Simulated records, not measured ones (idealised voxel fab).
Process module under the name voxel self aligned vias
The cross-section on display is named cut; it measures 205 nm wide, and its cells are 5 nm squares.
For the purposes of this document, a cross-section shall be understood as a grid of square cells, specified as bands listed in top-to-bottom order, each band consisting of one or more rows of cells.
A band entry consists of two parts. The first gives the height of the band's top and the height of its bottom, in nm. The rest lists the band's materials from left to right, each with its width in nm. A single material labelled with the word "all across" fills the band from edge to edge, and the word "air" marks empty space.
Basically, 0 is our baseline, since under it the wafer straight out of the box is all one material. The bottom band has no lower end and keeps on going down, so it looks like "0..down".
Graded width ("30 to 40"): value in top row of band = first number; value in bottom row = second number; row-to-row change constant.
Step note "nothing got changed" = no cross-section cell changed.
Look at "closed voids" for the closed voids: empty spaces with no open path to the top, sized 8 cells or up. Each is width x height at distance, distance from the left edge, all nm.
Where a step's line continues beyond its settings, the continuation is a remark by the simulator itself on that step.
The "overlay nm" setting may appear on a step's line; for a step that uses a mask, it gives how far to the right of its planned position the mask lay, and a negative value indicates the left.
Everything after this point is organized in pairs: a cross-section before one process step, a cross-section after it that shows only as deep as the lowest changed band, and, under the pair, the intervening step with its settings. Because different runs of this module on the same starting wafer can supply different pairs, a pair continues from the pair above it only if its entry headed "Pre-process cross-section" says so.
[Pre-process cross-section]
  55..50 = W all across
  50..45 = TiN 60 nm, W 25 nm, TiN 35 nm, W 25 nm, TiN 60 nm
  45..20 = lowk 55 nm, TiN 5 nm, W 25 nm, TiN 5 nm, lowk 25 nm, TiN 5 nm, W 25 nm, TiN 5 nm, lowk 55 nm
  20..15 = lowk 55 nm, TiN 35 nm, lowk 25 nm, TiN 35 nm, lowk 55 nm
  15..10 = SiCN all across
  10..0 = SiO2 all across
  0..down = Si all across
  closed voids: none
[Cross-Section After Step]
  45..20 = lowk 55 nm, TiN 5 nm, W 25 nm, TiN 5 nm, lowk 25 nm, TiN 5 nm, W 25 nm, TiN 5 nm, lowk 55 nm
  Under 20: no change, same as before.
  closed voids: none
Process step separating the two views above: CMP | height nm 45
Pre-process cross-section: the state before this step is the cross-section shown after the step in the pair just above.
[Cross-Section After Step]
  45..35 = lowk 55 nm, air 35 nm, lowk 25 nm, air 35 nm, lowk 55 nm
  Under 35: no change, same as before.
  closed voids: none
Process step separating the two views above: SELECTIVE_ETCH | etch materials W Ru TiN | depth nm 10
Pre-process cross-section: the state before this step is the cross-section shown after the step in the pair just above.
[Cross-Section After Step]
  55..45 = SiN all across
  45..35 = lowk 55 nm, SiN 35 nm, lowk 25 nm, SiN 35 nm, lowk 55 nm
  Under 35: no change, same as before.
  closed voids: none
Process step separating the two views above: FILL_DEP | material SiN | thk nm 10
Pre-process cross-section: the state before this step is the cross-section shown after the step in the pair just above.
[Cross-Section After Step]
  45..35 = lowk 55 nm, SiN 35 nm, lowk 25 nm, SiN 35 nm, lowk 55 nm
  Under 35: no change, same as before.
  closed voids: none
Process step separating the two views above: CMP | height nm 45
Pre-process cross-section: the state before this step is the cross-section shown after the step in the pair just above.
[Cross-Section After Step]
  60..45 = lowk all across
  Under 45: no change, same as before.
  closed voids: none
Process step separating the two views above: DIRECTIONAL_DEP | material lowk | thk nm 15
Pre-process cross-section: the state before this step is the cross-section shown after the step in the pair just above.
[Cross-Section After Step]
  75..60 = resist 50 nm, air 45 nm, resist 15 nm, air 45 nm, resist 50 nm
  Under 60: no change, same as before.
  closed voids: none
Process step separating the two views above: PATTERN | tone open | mask id VIAS | material resist | width nm 45 | pitch nm 60 | thk nm 15 | overlay nm 0
Pre-process cross-section: the state before this step is the cross-section shown after the step in the pair just above.
[Cross-Section After Step]
  75..60 = resist 50 nm, air 45 nm, resist 15 nm, air 45 nm, resist 50 nm
  60..45 = lowk 50 nm, air 45 nm, lowk 15 nm, air 45 nm, lowk 50 nm
  Under 45: no change, same as before.
  closed voids: none
Process step separating the two views above: DIRECTIONAL_ETCH | etch materials lowk | depth nm 15
Pre-process cross-section: the state before this step is the cross-section shown after the step in the pair just above.
[Cross-Section After Step]
  75..60 = resist 50 nm, air 45 nm, resist 15 nm, air 45 nm, resist 50 nm
  60..45 = lowk 50 nm, air 45 nm, lowk 15 nm, air 45 nm, lowk 50 nm
  45..35 = lowk 55 nm, air 35 nm, lowk 25 nm, air 35 nm, lowk 55 nm
  Under 35: no change, same as before.
  closed voids: none
Process step separating the two views above: DIRECTIONAL_ETCH | etch materials SiN | depth nm 10
Pre-process cross-section: the state before this step is the cross-section shown after the step in the pair just above.
[Cross-Section After Step]
  60..45 = lowk 50 nm, air 45 nm, lowk 15 nm, air 45 nm, lowk 50 nm
  Under 45: no change, same as before.
  closed voids: none
Process step separating the two views above: STRIP | etch materials resist
Pre-process cross-section: the state before this step is the cross-section shown after the step in the pair just above.
[Cross-Section After Step]
  65..60 = TiN 55 nm, air 35 nm, TiN 25 nm, air 35 nm, TiN 55 nm
  60..50 = lowk 50 nm, TiN 5 nm, air 35 nm, TiN 5 nm, lowk 15 nm, TiN 5 nm, air 35 nm, TiN 5 nm, lowk 50 nm
  50..40 = lowk 50 to 55 nm, TiN 10 to 5 nm, air 25 nm, TiN 10 to 5 nm, lowk 15 to 25 nm, TiN 10 to 5 nm, air 25 nm, TiN 10 to 5 nm, lowk 50 to 55 nm
  40..35 = lowk 55 nm, TiN 35 nm, lowk 25 nm, TiN 35 nm, lowk 55 nm
  Under 35: no change, same as before.
  closed voids: none
Process step separating the two views above: CONFORMAL_DEP | material TiN | thk nm 5
Pre-process cross-section: the state before this step is the cross-section shown after the step in the pair just above.
[Cross-Section After Step]
  75..65 = Ru all across
  65..60 = TiN 55 nm, Ru 35 nm, TiN 25 nm, Ru 35 nm, TiN 55 nm
  60..50 = lowk 50 nm, TiN 5 nm, Ru 35 nm, TiN 5 nm, lowk 15 nm, TiN 5 nm, Ru 35 nm, TiN 5 nm, lowk 50 nm
  50..40 = lowk 50 to 55 nm, TiN 10 to 5 nm, Ru 25 nm, TiN 10 to 5 nm, lowk 15 to 25 nm, TiN 10 to 5 nm, Ru 25 nm, TiN 10 to 5 nm, lowk 50 to 55 nm
  Under 40: no change, same as before.
  closed voids: none
Process step separating the two views above: FILL_DEP | material Ru | thk nm 10
Pre-process cross-section: the state before this step is the cross-section shown after the step in the pair just above.
[Cross-Section After Step]
  60..50 = lowk 50 nm, TiN 5 nm, Ru 35 nm, TiN 5 nm, lowk 15 nm, TiN 5 nm, Ru 35 nm, TiN 5 nm, lowk 50 nm
  Under 50: no change, same as before.
  closed voids: none
Process step separating the two views above: CMP | height nm 60
Pre-process cross-section: the state before this step is the cross-section shown after the step in the pair just above.
[Cross-Section After Step]
  65..60 = SiN all across
  Under 60: no change, same as before.
  closed voids: none
Process step separating the two views above: CONFORMAL_DEP | material SiN | thk nm 5
[Pre-process cross-section]
  60..45 = lowk all across
  45..35 = lowk 60 nm, SiN 25 nm, lowk 35 nm, SiN 25 nm, lowk 60 nm
  35..20 = lowk 60 nm, TiN 5 nm, W 15 nm, TiN 5 nm, lowk 35 nm, TiN 5 nm, W 15 nm, TiN 5 nm, lowk 60 nm
  20..15 = lowk 60 nm, TiN 25 nm, lowk 35 nm, TiN 25 nm, lowk 60 nm
  15..10 = SiCN all across
  10..0 = SiO2 all across
  0..down = Si all across
  closed voids: none
[Cross-Section After Step]
  75..60 = resist 40 nm, air 45 nm, resist 15 nm, air 45 nm, resist 60 nm
  Under 60: no change, same as before.
  closed voids: none
Process step separating the two views above: PATTERN | tone open | mask id VIAS | material resist | width nm 45 | pitch nm 60 | thk nm 15 | overlay nm -10
Pre-process cross-section: the state before this step is the cross-section shown after the step in the pair just above.
[Cross-Section After Step]
  75..60 = resist 40 nm, air 45 nm, resist 15 nm, air 45 nm, resist 60 nm
  60..45 = lowk 40 nm, air 45 nm, lowk 15 nm, air 45 nm, lowk 60 nm
  Under 45: no change, same as before.
  closed voids: none
Process step separating the two views above: DIRECTIONAL_ETCH | etch materials lowk | depth nm 15
Pre-process cross-section: the state before this step is the cross-section shown after the step in the pair just above.
[Cross-Section After Step]
  75..60 = resist 40 nm, air 45 nm, resist 15 nm, air 45 nm, resist 60 nm
  60..45 = lowk 40 nm, air 45 nm, lowk 15 nm, air 45 nm, lowk 60 nm
  45..35 = lowk 60 nm, air 25 nm, lowk 35 nm, air 25 nm, lowk 60 nm
  Under 35: no change, same as before.
  closed voids: none
Process step separating the two views above: DIRECTIONAL_ETCH | etch materials SiN | depth nm 10
Pre-process cross-section: the state before this step is the cross-section shown after the step in the pair just above.
[Cross-Section After Step]
  60..45 = lowk 40 nm, air 45 nm, lowk 15 nm, air 45 nm, lowk 60 nm
  Under 45: no change, same as before.
  closed voids: none
Process step separating the two views above: STRIP | etch materials resist
Pre-process cross-section: the state before this step is the cross-section shown after the step in the pair just above.
[Cross-Section After Step]
  65..60 = TiN 45 nm, air 35 nm, TiN 25 nm, air 35 nm, TiN 65 nm
  60..50 = lowk 40 nm, TiN 5 nm, air 35 nm, TiN 5 nm, lowk 15 nm, TiN 5 nm, air 35 nm, TiN 5 nm, lowk 60 nm
  50..40 = lowk 40 to 60 nm, TiN 25 to 5 nm, air 15 nm, TiN 5 nm, lowk 15 to 35 nm, TiN 25 to 5 nm, air 15 nm, TiN 5 nm, lowk 60 nm
  40..35 = lowk 60 nm, TiN 25 nm, lowk 35 nm, TiN 25 nm, lowk 60 nm
  Under 35: no change, same as before.
  closed voids: none
Process step separating the two views above: CONFORMAL_DEP | material TiN | thk nm 5
Pre-process cross-section: the state before this step is the cross-section shown after the step in the pair just above.
[Cross-Section After Step]
  75..65 = Ru all across
  65..60 = TiN 45 nm, Ru 35 nm, TiN 25 nm, Ru 35 nm, TiN 65 nm
  60..50 = lowk 40 nm, TiN 5 nm, Ru 35 nm, TiN 5 nm, lowk 15 nm, TiN 5 nm, Ru 35 nm, TiN 5 nm, lowk 60 nm
  50..40 = lowk 40 to 60 nm, TiN 25 to 5 nm, Ru 15 nm, TiN 5 nm, lowk 15 to 35 nm, TiN 25 to 5 nm, Ru 15 nm, TiN 5 nm, lowk 60 nm
  Under 40: no change, same as before.
  closed voids: none
Process step separating the two views above: FILL_DEP | material Ru | thk nm 10
Pre-process cross-section: the state before this step is the cross-section shown after the step in the pair just above.
[Cross-Section After Step]
  60..50 = lowk 40 nm, TiN 5 nm, Ru 35 nm, TiN 5 nm, lowk 15 nm, TiN 5 nm, Ru 35 nm, TiN 5 nm, lowk 60 nm
  Under 50: no change, same as before.
  closed voids: none
Process step separating the two views above: CMP | height nm 60
Pre-process cross-section: the state before this step is the cross-section shown after the step in the pair just above.
[Cross-Section After Step]
  65..60 = SiN all across
  Under 60: no change, same as before.
  closed voids: none
Process step separating the two views above: CONFORMAL_DEP | material SiN | thk nm 5
[Pre-process cross-section]
  45..15 = lowk 60 nm, air 25 nm, lowk 35 nm, air 25 nm, lowk 60 nm
  15..10 = SiCN all across
  10..0 = SiO2 all across
  0..down = Si all across
  closed voids: none
[Cross-Section After Step]
  50..45 = SiCN 65 nm, air 15 nm, SiCN 45 nm, air 15 nm, SiCN 65 nm
  45..20 = lowk 60 nm, SiCN 5 nm, air 15 nm, SiCN 5 nm, lowk 35 nm, SiCN 5 nm, air 15 nm, SiCN 5 nm, lowk 60 nm
  20..15 = lowk 60 nm, SiCN 25 nm, lowk 35 nm, SiCN 25 nm, lowk 60 nm
  Under 15: no change, same as before.
  closed voids: none
Process step separating the two views above: CONFORMAL_DEP | material SiCN | thk nm 5
Pre-process cross-section: the state before this step is the cross-section shown after the step in the pair just above.
[Cross-Section After Step]
  55..50 = W all across
  50..45 = SiCN 65 nm, W 15 nm, SiCN 45 nm, W 15 nm, SiCN 65 nm
  45..20 = lowk 60 nm, SiCN 5 nm, W 15 nm, SiCN 5 nm, lowk 35 nm, SiCN 5 nm, W 15 nm, SiCN 5 nm, lowk 60 nm
  Under 20: no change, same as before.
  closed voids: none
Process step separating the two views above: FILL_DEP | material W | thk nm 5
Pre-process cross-section: the state before this step is the cross-section shown after the step in the pair just above.
[Cross-Section After Step]
  45..20 = lowk 60 nm, SiCN 5 nm, W 15 nm, SiCN 5 nm, lowk 35 nm, SiCN 5 nm, W 15 nm, SiCN 5 nm, lowk 60 nm
  Under 20: no change, same as before.
  closed voids: none
Process step separating the two views above: CMP | height nm 45
Pre-process cross-section: the state before this step is the cross-section shown after the step in the pair just above.
[Cross-Section After Step]
  45..35 = lowk 60 nm, SiCN 5 nm, air 15 nm, SiCN 5 nm, lowk 35 nm, SiCN 5 nm, air 15 nm, SiCN 5 nm, lowk 60 nm
  Under 35: no change, same as before.
  closed voids: none
Process step separating the two views above: SELECTIVE_ETCH | etch materials W Ru TiN | depth nm 10
Pre-process cross-section: the state before this step is the cross-section shown after the step in the pair just above.
[Cross-Section After Step]
  55..45 = SiN all across
  45..35 = lowk 60 nm, SiCN 5 nm, SiN 15 nm, SiCN 5 nm, lowk 35 nm, SiCN 5 nm, SiN 15 nm, SiCN 5 nm, lowk 60 nm
  Under 35: no change, same as before.
  closed voids: none
Process step separating the two views above: FILL_DEP | material SiN | thk nm 10
Pre-process cross-section: the state before this step is the cross-section shown after the step in the pair just above.
[Cross-Section After Step]
  45..35 = lowk 60 nm, SiCN 5 nm, SiN 15 nm, SiCN 5 nm, lowk 35 nm, SiCN 5 nm, SiN 15 nm, SiCN 5 nm, lowk 60 nm
  Under 35: no change, same as before.
  closed voids: none
Process step separating the two views above: CMP | height nm 45
Pre-process cross-section: the state before this step is the cross-section shown after the step in the pair just above.
[Cross-Section After Step]
  60..45 = lowk all across
  Under 45: no change, same as before.
  closed voids: none
Process step separating the two views above: DIRECTIONAL_DEP | material lowk | thk nm 15
Pre-process cross-section: the state before this step is the cross-section shown after the step in the pair just above.
[Cross-Section After Step]
  75..60 = resist 50 nm, air 45 nm, resist 15 nm, air 45 nm, resist 50 nm
  Under 60: no change, same as before.
  closed voids: none
Process step separating the two views above: PATTERN | tone open | mask id VIAS | material resist | width nm 45 | pitch nm 60 | thk nm 15 | overlay nm 0
Pre-process cross-section: the state before this step is the cross-section shown after the step in the pair just above.
[Cross-Section After Step]
  75..60 = resist 50 nm, air 45 nm, resist 15 nm, air 45 nm, resist 50 nm
  60..45 = lowk 50 nm, air 45 nm, lowk 15 nm, air 45 nm, lowk 50 nm
  Under 45: no change, same as before.
  closed voids: none
Process step separating the two views above: DIRECTIONAL_ETCH | etch materials lowk | depth nm 15
Pre-process cross-section: the state before this step is the cross-section shown after the step in the pair just above.
[Cross-Section After Step]
  75..60 = resist 50 nm, air 45 nm, resist 15 nm, air 45 nm, resist 50 nm
  60..45 = lowk 50 nm, air 45 nm, lowk 15 nm, air 45 nm, lowk 50 nm
  45..35 = lowk 60 nm, SiCN 5 nm, air 15 nm, SiCN 5 nm, lowk 35 nm, SiCN 5 nm, air 15 nm, SiCN 5 nm, lowk 60 nm
  Under 35: no change, same as before.
  closed voids: none
Process step separating the two views above: DIRECTIONAL_ETCH | etch materials SiN | depth nm 10
Pre-process cross-section: the state before this step is the cross-section shown after the step in the pair just above.
[Cross-Section After Step]
  60..45 = lowk 50 nm, air 45 nm, lowk 15 nm, air 45 nm, lowk 50 nm
  Under 45: no change, same as before.
  closed voids: none
Process step separating the two views above: STRIP | etch materials resist
Pre-process cross-section: the state before this step is the cross-section shown after the step in the pair just above.
[Cross-Section After Step]
  65..60 = TiN 55 nm, air 35 nm, TiN 25 nm, air 35 nm, TiN 55 nm
  60..50 = lowk 50 nm, TiN 5 nm, air 35 nm, TiN 5 nm, lowk 15 nm, TiN 5 nm, air 35 nm, TiN 5 nm, lowk 50 nm
  50..45 = lowk 50 nm, TiN 20 nm, air 5 nm, TiN 20 nm, lowk 15 nm, TiN 20 nm, air 5 nm, TiN 20 nm, lowk 50 nm
  45..40 = lowk 60 nm, SiCN 5 nm, TiN 5 nm, air 5 nm, TiN 5 nm, SiCN 5 nm, lowk 35 nm, SiCN 5 nm, TiN 5 nm, air 5 nm, TiN 5 nm, SiCN 5 nm, lowk 60 nm
  40..35 = lowk 60 nm, SiCN 5 nm, TiN 15 nm, SiCN 5 nm, lowk 35 nm, SiCN 5 nm, TiN 15 nm, SiCN 5 nm, lowk 60 nm
  Under 35: no change, same as before.
  closed voids: none
Process step separating the two views above: CONFORMAL_DEP | material TiN | thk nm 5
Pre-process cross-section: the state before this step is the cross-section shown after the step in the pair just above.
[Cross-Section After Step]
  75..65 = Ru all across
  65..60 = TiN 55 nm, Ru 35 nm, TiN 25 nm, Ru 35 nm, TiN 55 nm
  60..50 = lowk 50 nm, TiN 5 nm, Ru 35 nm, TiN 5 nm, lowk 15 nm, TiN 5 nm, Ru 35 nm, TiN 5 nm, lowk 50 nm
  50..45 = lowk 50 nm, TiN 20 nm, Ru 5 nm, TiN 20 nm, lowk 15 nm, TiN 20 nm, Ru 5 nm, TiN 20 nm, lowk 50 nm
  45..40 = lowk 60 nm, SiCN 5 nm, TiN 5 nm, Ru 5 nm, TiN 5 nm, SiCN 5 nm, lowk 35 nm, SiCN 5 nm, TiN 5 nm, Ru 5 nm, TiN 5 nm, SiCN 5 nm, lowk 60 nm
  Under 40: no change, same as before.
  closed voids: none
Process step separating the two views above: FILL_DEP | material Ru | thk nm 10
Pre-process cross-section: the state before this step is the cross-section shown after the step in the pair just above.
[Cross-Section After Step]
  60..50 = lowk 50 nm, TiN 5 nm, Ru 35 nm, TiN 5 nm, lowk 15 nm, TiN 5 nm, Ru 35 nm, TiN 5 nm, lowk 50 nm
  Under 50: no change, same as before.
  closed voids: none
Process step separating the two views above: CMP | height nm 60
Pre-process cross-section: the state before this step is the cross-section shown after the step in the pair just above.
[Cross-Section After Step]
  65..60 = SiN all across
  Under 60: no change, same as before.
  closed voids: none
Process step separating the two views above: CONFORMAL_DEP | material SiN | thk nm 5
[Pre-process cross-section]
  55..45 = aC all across
  45..15 = lowk all across
  15..10 = SiCN all across
  10..0 = SiO2 all across
  0..down = Si all across
  closed voids: none
[Cross-Section After Step]
  80..55 = air 60 nm, resist 25 nm, air 35 nm, resist 25 nm, air 60 nm
  Under 55: no change, same as before.
  closed voids: none
Process step separating the two views above: PATTERN | tone cover | mask id LINES | material resist | width nm 25 | pitch nm 60 | thk nm 25 | overlay nm 0
Pre-process cross-section: the state before this step is the cross-section shown after the step in the pair just above.
[Cross-Section After Step]
  70..55 = air 60 nm, resist 25 nm, air 35 nm, resist 25 nm, air 60 nm
  55..45 = air 60 nm, aC 25 nm, air 35 nm, aC 25 nm, air 60 nm
  Under 45: no change, same as before.
  closed voids: none
Process step separating the two views above: DIRECTIONAL_ETCH | etch materials aC | depth nm 10
Pre-process cross-section: the state before this step is the cross-section shown after the step in the pair just above.
[Cross-Section After Step]
  55..45 = air 60 nm, aC 25 nm, air 35 nm, aC 25 nm, air 60 nm
  Under 45: no change, same as before.
  closed voids: none
Process step separating the two views above: STRIP | etch materials resist
Pre-process cross-section: the state before this step is the cross-section shown after the step in the pair just above.
[Cross-Section After Step]
  55..45 = air 60 nm, aC 25 nm, air 35 nm, aC 25 nm, air 60 nm
  45..15 = air 60 nm, lowk 25 nm, air 35 nm, lowk 25 nm, air 60 nm
  Under 15: no change, same as before.
  closed voids: none
Process step separating the two views above: DIRECTIONAL_ETCH | etch materials lowk | depth nm 30
Pre-process cross-section: the state before this step is the cross-section shown after the step in the pair just above.
[Cross-Section After Step]
  45..15 = air 60 nm, lowk 25 nm, air 35 nm, lowk 25 nm, air 60 nm
  Under 15: no change, same as before.
  closed voids: none
Process step separating the two views above: STRIP | etch materials aC
Pre-process cross-section: the state before this step is the cross-section shown after the step in the pair just above.
[Cross-Section After Step]
  50..45 = air 55 nm, TiN 35 nm, air 25 nm, TiN 35 nm, air 55 nm
  45..20 = air 55 nm, TiN 5 nm, lowk 25 nm, TiN 5 nm, air 25 nm, TiN 5 nm, lowk 25 nm, TiN 5 nm, air 55 nm
  20..15 = TiN 60 nm, lowk 25 nm, TiN 35 nm, lowk 25 nm, TiN 60 nm
  Under 15: no change, same as before.
  closed voids: none
Process step separating the two views above: CONFORMAL_DEP | material TiN | thk nm 5
Pre-process cross-section: the state before this step is the cross-section shown after the step in the pair just above.
[Cross-Section After Step]
  55..50 = W all across
  50..45 = W 55 nm, TiN 35 nm, W 25 nm, TiN 35 nm, W 55 nm
  45..20 = W 55 nm, TiN 5 nm, lowk 25 nm, TiN 5 nm, W 25 nm, TiN 5 nm, lowk 25 nm, TiN 5 nm, W 55 nm
  Under 20: no change, same as before.
  closed voids: none
Process step separating the two views above: FILL_DEP | material W | thk nm 5
Pre-process cross-section: the state before this step is the cross-section shown after the step in the pair just above.
[Cross-Section After Step]
  45..20 = W 55 nm, TiN 5 nm, lowk 25 nm, TiN 5 nm, W 25 nm, TiN 5 nm, lowk 25 nm, TiN 5 nm, W 55 nm
  Under 20: no change, same as before.
  closed voids: none
Process step separating the two views above: CMP | height nm 45
Pre-process cross-section: the state before this step is the cross-section shown after the step in the pair just above.
[Cross-Section After Step]
  45..35 = air 60 nm, lowk 25 nm, air 35 nm, lowk 25 nm, air 60 nm
  Under 35: no change, same as before.
  closed voids: none
Process step separating the two views above: SELECTIVE_ETCH | etch materials W Ru TiN | depth nm 10
Pre-process cross-section: the state before this step is the cross-section shown after the step in the pair just above.
[Cross-Section After Step]
  55..45 = SiN all across
  45..35 = SiN 60 nm, lowk 25 nm, SiN 35 nm, lowk 25 nm, SiN 60 nm
  Under 35: no change, same as before.
  closed voids: none
Process step separating the two views above: FILL_DEP | material SiN | thk nm 10
Pre-process cross-section: the state before this step is the cross-section shown after the step in the pair just above.
[Cross-Section After Step]
  45..35 = SiN 60 nm, lowk 25 nm, SiN 35 nm, lowk 25 nm, SiN 60 nm
  Under 35: no change, same as before.
  closed voids: none
Process step separating the two views above: CMP | height nm 45
Pre-process cross-section: the state before this step is the cross-section shown after the step in the pair just above.
[Cross-Section After Step]
  60..45 = lowk all across
  Under 45: no change, same as before.
  closed voids: none
Process step separating the two views above: DIRECTIONAL_DEP | material lowk | thk nm 15
Pre-process cross-section: the state before this step is the cross-section shown after the step in the pair just above.
[Cross-Section After Step]
  75..60 = resist 50 nm, air 45 nm, resist 15 nm, air 45 nm, resist 50 nm
  Under 60: no change, same as before.
  closed voids: none
Process step separating the two views above: PATTERN | tone open | mask id VIAS | material resist | width nm 45 | pitch nm 60 | thk nm 15 | overlay nm 0
Pre-process cross-section: the state before this step is the cross-section shown after the step in the pair just above.
[Cross-Section After Step]
  75..60 = resist 50 nm, air 45 nm, resist 15 nm, air 45 nm, resist 50 nm
  60..45 = lowk 50 nm, air 45 nm, lowk 15 nm, air 45 nm, lowk 50 nm
  Under 45: no change, same as before.
  closed voids: none
Process step separating the two views above: DIRECTIONAL_ETCH | etch materials lowk | depth nm 15
Pre-process cross-section: the state before this step is the cross-section shown after the step in the pair just above.
[Cross-Section After Step]
  75..60 = resist 50 nm, air 45 nm, resist 15 nm, air 45 nm, resist 50 nm
  60..45 = lowk 50 nm, air 45 nm, lowk 15 nm, air 45 nm, lowk 50 nm
  45..35 = SiN 50 nm, air 10 nm, lowk 25 nm, air 10 nm, SiN 15 nm, air 10 nm, lowk 25 nm, air 10 nm, SiN 50 nm
  Under 35: no change, same as before.
  closed voids: none
Process step separating the two views above: DIRECTIONAL_ETCH | etch materials SiN | depth nm 10
Pre-process cross-section: the state before this step is the cross-section shown after the step in the pair just above.
[Cross-Section After Step]
  60..45 = lowk 50 nm, air 45 nm, lowk 15 nm, air 45 nm, lowk 50 nm
  Under 45: no change, same as before.
  closed voids: none
Process step separating the two views above: STRIP | etch materials resist
Pre-process cross-section: the state before this step is the cross-section shown after the step in the pair just above.
[Cross-Section After Step]
  65..60 = TiN 55 nm, air 35 nm, TiN 25 nm, air 35 nm, TiN 55 nm
  60..50 = lowk 50 nm, TiN 5 nm, air 35 nm, TiN 5 nm, lowk 15 nm, TiN 5 nm, air 35 nm, TiN 5 nm, lowk 50 nm
  50..45 = lowk 50 nm, TiN 45 nm, lowk 15 nm, TiN 45 nm, lowk 50 nm
  45..35 = SiN 50 nm, TiN 10 nm, lowk 25 nm, TiN 10 nm, SiN 15 nm, TiN 10 nm, lowk 25 nm, TiN 10 nm, SiN 50 nm
  Under 35: no change, same as before.
  closed voids: none
Process step separating the two views above: CONFORMAL_DEP | material TiN | thk nm 5
Pre-process cross-section: the state before this step is the cross-section shown after the step in the pair just above.
[Cross-Section After Step]
  75..65 = Ru all across
  65..60 = TiN 55 nm, Ru 35 nm, TiN 25 nm, Ru 35 nm, TiN 55 nm
  60..50 = lowk 50 nm, TiN 5 nm, Ru 35 nm, TiN 5 nm, lowk 15 nm, TiN 5 nm, Ru 35 nm, TiN 5 nm, lowk 50 nm
  Under 50: no change, same as before.
  closed voids: none
Process step separating the two views above: FILL_DEP | material Ru | thk nm 10
Pre-process cross-section: the state before this step is the cross-section shown after the step in the pair just above.
[Cross-Section After Step]
  60..50 = lowk 50 nm, TiN 5 nm, Ru 35 nm, TiN 5 nm, lowk 15 nm, TiN 5 nm, Ru 35 nm, TiN 5 nm, lowk 50 nm
  Under 50: no change, same as before.
  closed voids: none
Process step separating the two views above: CMP | height nm 60
Pre-process cross-section: the state before this step is the cross-section shown after the step in the pair just above.
[Cross-Section After Step]
  65..60 = SiN all across
  Under 60: no change, same as before.
  closed voids: none
Process step separating the two views above: CONFORMAL_DEP | material SiN | thk nm 5
